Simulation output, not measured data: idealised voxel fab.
The following is a process module called voxel local oxidation.
The cross-section on display is named cut; it measures 165 nm wide, and its cells are 5 nm squares.
How to read a cross-section here: the picture is a grid of square cells, written as bands going from the top down, and any band can span one or more rows of cells. The entry gives the band's vertical extent as a top height and a bottom height in nm, then its horizontal make-up as materials from left to right, each with a width in nm. "air" stands for empty space; a single material marked "throughout" fills the band edge to edge. Height is counted from the level 0, under which the received wafer is composed throughout of one material. The lowest of the bands is not closed at the bottom but continues downward, in the notation "top 0, no bottom". The two numbers in a width such as "30..40" mark its ends across the band: the first belongs to the top row of cells, the second to the bottom row, and from each row to the next the width moves by the same amount. It should be understood that the words "remains unaltered", when stated for a given step, signify that the cross-section underwent no change in any of its cells during that step. Basically, "Listed closed voids" tells you about the enclosed voids: empty spaces with no open way to the top, 8 cells or bigger, each written width x height at distance, where distance is from the left edge, all in nm. Text after the settings on a step's line: the simulator's own remark on that step. "overlay nm" answers the question of how far to the right of plan the mask lay on a step that has a mask, and when it is negative the answer is to the left.
This section lists the process steps that were planned:
1 RECEIVE | material Si
2 OXIDIZE | depth nm 5
3 CONFORMAL_DEP | material SiN | thk nm 10
4 MASKED_ETCH | tone cover | mask id ACTIVE | width nm 110 | etch materials SiN | depth nm 10 | overlay nm 0
5 SELECTIVE_ETCH | etch materials SiO2 | depth nm 5
6 OXIDIZE | depth nm 15
7 STRIP | etch materials SiN
Don't read the plan's depth nm for step 5 as applying to every wafer: that's the first wafer's value, and the wafers differ in it, though they all start identical.
The as-received cross-section of the first of several wafers corresponds to the state after step 1:
- top 0, no bottom | Si throughout
- Listed closed voids: none
Here is the cross-section of the first of several wafers at the end of the module, after its last step, step 7:
- top 0, bottom -5 | air: 30; SiO2: 100; air: 35
- top -5, bottom -20 | SiO2: 45; Si: 70; SiO2: 50
- top -20, no bottom | Si throughout
- Listed closed voids: none
Final wafer of several, shown in cross-section at the end of the module:
- top 0, bottom -5 | air: 45; SiO2: 70; air: 50
- top -5, bottom -20 | SiO2: 60; Si: 40; SiO2: 65
- top -20, no bottom | Si throughout
- Listed closed voids: none
The table below has one row for each wafer; a row shows, as of the end of the module, how many cells of each material the wafer has gained, marked (+), or lost, marked (-), since it was received, and then the wafer's closed voids:
depth nm 5 | -90 Si | +77 SiO2 | Listed closed voids: none
depth nm 10 | -96 Si | +81 SiO2 | Listed closed voids: none
depth nm 15 | -102 Si | +85 SiO2 | Listed closed voids: none
depth nm 20 | -108 Si | +89 SiO2 | Listed closed voids: none
